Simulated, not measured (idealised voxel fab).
A process module follows: voxel self aligned contacts.
This is section cut - it's 200 nm across, gridded in 5 nm square cells.
In what follows, cross-sections appear as grids of square cells, described through bands that run from the top down, where every band is one or more rows of cells. Read a band's entry like this: the first values are the height of its top and the height of its bottom in nm, and what follows is the sequence of materials from left to right, each with its width in nm. Note that "air" is empty space, and that a single material marked "full width" reaches across the band from edge to edge. Ref level 0: as-received wafer is one material below here. Bottom band extends down with no lower bound ("0 and below"). The notation "30..40" denotes a width that varies across the rows of cells in the band, beginning at the first number in the top row, finishing at the second number in the bottom row, and changing by an identical amount from each row to the next. When a step is marked "changes: none", none of the cells in the cross-section changed during that step. If an empty space has no open way to the top and is at least 8 cells in size, "Sealed void list" lists it, written width x height at distance, where distance is measured from the left edge and every value is in nm. On each step's line, the part that comes after the settings is the simulator's own comment on the step. When a step includes a mask, the "overlay nm" setting on its line states how far to the right of its planned place that mask lay, and negative values state how far to the left.
So here's the lineup of process steps we planned
| 1 | op RECEIVE | material Si |
| 2 | op OXIDIZE | depth nm 5 |
| 3 | op DIRECTIONAL_DEP | material polySi | thk nm 25 |
| 4 | op DIRECTIONAL_DEP | material SiN | thk nm 20 |
| 5 | op MASKED_ETCH | tone cover | mask id GATE | width nm 25 | pitch nm 70 | etch materials SiN | depth nm 20 | overlay nm 0 |
| 6 | op MASKED_ETCH | tone cover | mask id GATE | width nm 25 | pitch nm 70 | etch materials polySi | depth nm 25 | overlay nm 0 |
| 7 | op CONFORMAL_DEP | material SiN | thk nm 10 |
| 8 | op DIRECTIONAL_ETCH | etch materials SiN | depth nm 10 |
| 9 | op FILL_DEP | material SiO2 | thk nm 15 |
| 10 | op CMP | height nm 55 |
| 11 | op DIRECTIONAL_DEP | material aC | thk nm 10 |
| 12 | op PATTERN | tone open | mask id CONTACT | material resist | width nm 55 | pitch nm 70 | thk nm 25 | overlay nm 0 |
| 13 | op DIRECTIONAL_ETCH | etch materials aC | depth nm 10 |
| 14 | op STRIP | etch materials resist |
| 15 | op DIRECTIONAL_ETCH | etch materials SiO2 | depth nm 60 |
| 16 | op STRIP | etch materials aC |
| 17 | op CONFORMAL_DEP | material TiN | thk nm 5 |
| 18 | op FILL_DEP | material W | thk nm 5 |
| 19 | op CMP | height nm 55 |
| 20 | op CONFORMAL_DEP | material SiCN | thk nm 5 |
Cross-section, incoming material, after step 1
	0 and below  Si full width
	Sealed void list: none
Here's the wafer cut in cross-section after the module, started and planned just like above, except one thing was done wrong in the run
	60 down to 55  SiCN full width
	55 down to 45  SiO2=35, then TiN=5..20, then W=45..15, then TiN=5..20, then SiO2=15, then TiN=5..20, then W=45..15, then TiN=5..20, then SiO2=40
	45 down to 25  SiO2=5, then SiN=45, then TiN=5, then W=15, then TiN=5, then SiN=45, then TiN=5, then W=15, then TiN=5, then SiN=45, then SiO2=10
	25 down to 5  SiO2=5, then SiN=10, then polySi=25, then SiN=10, then TiN=5, then W=15, then TiN=5, then SiN=10, then polySi=25, then SiN=10, then TiN=5, then W=15, then TiN=5, then SiN=10, then polySi=25, then SiN=10, then SiO2=10
	5 down to 0  SiO2=5, then SiN=10, then polySi=25, then SiN=10, then TiN=25, then SiN=10, then polySi=25, then SiN=10, then TiN=25, then SiN=10, then polySi=25, then SiN=10, then SiO2=10
	0 and below  Si full width
	Sealed void list: none
It is concluded that the wafer was processed incorrectly with respect to the plan, in that step 2 from the plan never happened, it was just skipped
